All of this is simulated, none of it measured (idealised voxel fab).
The name of this process module is voxel self aligned vias.
The width of the displayed cross-section, cut, is 285 nm; its cells are square, with a size of 5 nm.
Cross-sections here: square-cell grids, written as top-down lists of bands, a band being one or more rows of cells.
What a band's entry tells you: where the top is and where the bottom is, as heights in nm, and after that what lies inside, material by material from left to right, each with its width in nm. Empty space is written as the word "air", and a single material marked with the word "edge to edge" occupies the band from edge to edge.
Height 0 is the level under which the wafer as received is all one material. The lowest band goes on downwards, as in "0 and below".
When a width is written as two numbers, as in "30->40", the first number is the width in the top row of cells of the band and the second is the width in its bottom row, and the width changes by the same amount from each row to the next.
For the purposes of this document, the phrase "no modification" attached to a step denotes that no cell within the cross-section was modified by that step.
Under "Sealed cavities" you'll find the enclosed gaps, the ones with no way out to the top, that are 8 cells or bigger; each reads width x height at distance, with distance counted from the left edge, everything in nm.
Where a step's line continues beyond its settings, the continuation is a remark by the simulator itself on that step.
overlay nm: step with mask; distance mask lay right of planned place; negative value = left of planned place.

### Listed below are the process steps as planned
1. RECEIVE with material Si
2. CONFORMAL_DEP with material SiO2, thk nm 10
3. CONFORMAL_DEP with material SiCN, thk nm 5
4. DIRECTIONAL_DEP with material lowk, thk nm 25
5. PATTERN with tone open, mask id LINES, material resist, width nm 25, pitch nm 70, thk nm 15, overlay nm 0
6. DIRECTIONAL_ETCH with etch materials lowk, depth nm 25
7. STRIP with etch materials resist
8. CONFORMAL_DEP with material TiN, thk nm 5
9. FILL_DEP with material Ru, thk nm 10
10. CMP with height nm 40
11. SELECTIVE_ETCH with etch materials W Ru TiN, depth nm 5
12. FILL_DEP with material SiN, thk nm 10
13. CMP with height nm 40
14. DIRECTIONAL_DEP with material lowk, thk nm 20
15. DIRECTIONAL_DEP with material aC, thk nm 15
16. PATTERN with tone open, mask id VIAS, material resist, width nm 45, pitch nm 70, thk nm 30, overlay nm 0
17. DIRECTIONAL_ETCH with etch materials aC, depth nm 15
18. STRIP with etch materials resist
19. DIRECTIONAL_ETCH with etch materials lowk, depth nm 20
20. DIRECTIONAL_ETCH with etch materials SiN, depth nm 5
21. STRIP with etch materials aC
22. CONFORMAL_DEP with material TiN, thk nm 5
23. FILL_DEP with material Cu, thk nm 10
24. CMP with height nm 60
25. CONFORMAL_DEP with material SiCN, thk nm 5

### Cross-section: wafer on arrival = after step 1
  0 and below  Si edge to edge
  Sealed cavities: none

### End state of the module in cross-section, given the above starting point and plan and one mistake in execution
  65 down to 60  SiCN edge to edge
  60 down to 40  lowk (85) / TiN (5) / Cu (35) / TiN (5) / lowk (25) / TiN (5) / Cu (35) / TiN (5) / lowk (85)
  40 down to 35  SiN (85) / TiN (45) / SiN (25) / TiN (45) / SiN (85)
  35 down to 15  lowk (95) / TiN (5) / Ru (15) / TiN (5) / lowk (45) / TiN (5) / Ru (15) / TiN (5) / lowk (95)
  15 down to 10  lowk (95) / TiN (25) / lowk (45) / TiN (25) / lowk (95)
  10 down to 0  SiO2 edge to edge
  0 and below  Si edge to edge
  Sealed cavities: none
Heads up, the wafer didn't run the way we planned it: plan step 3 never ran because it was skipped
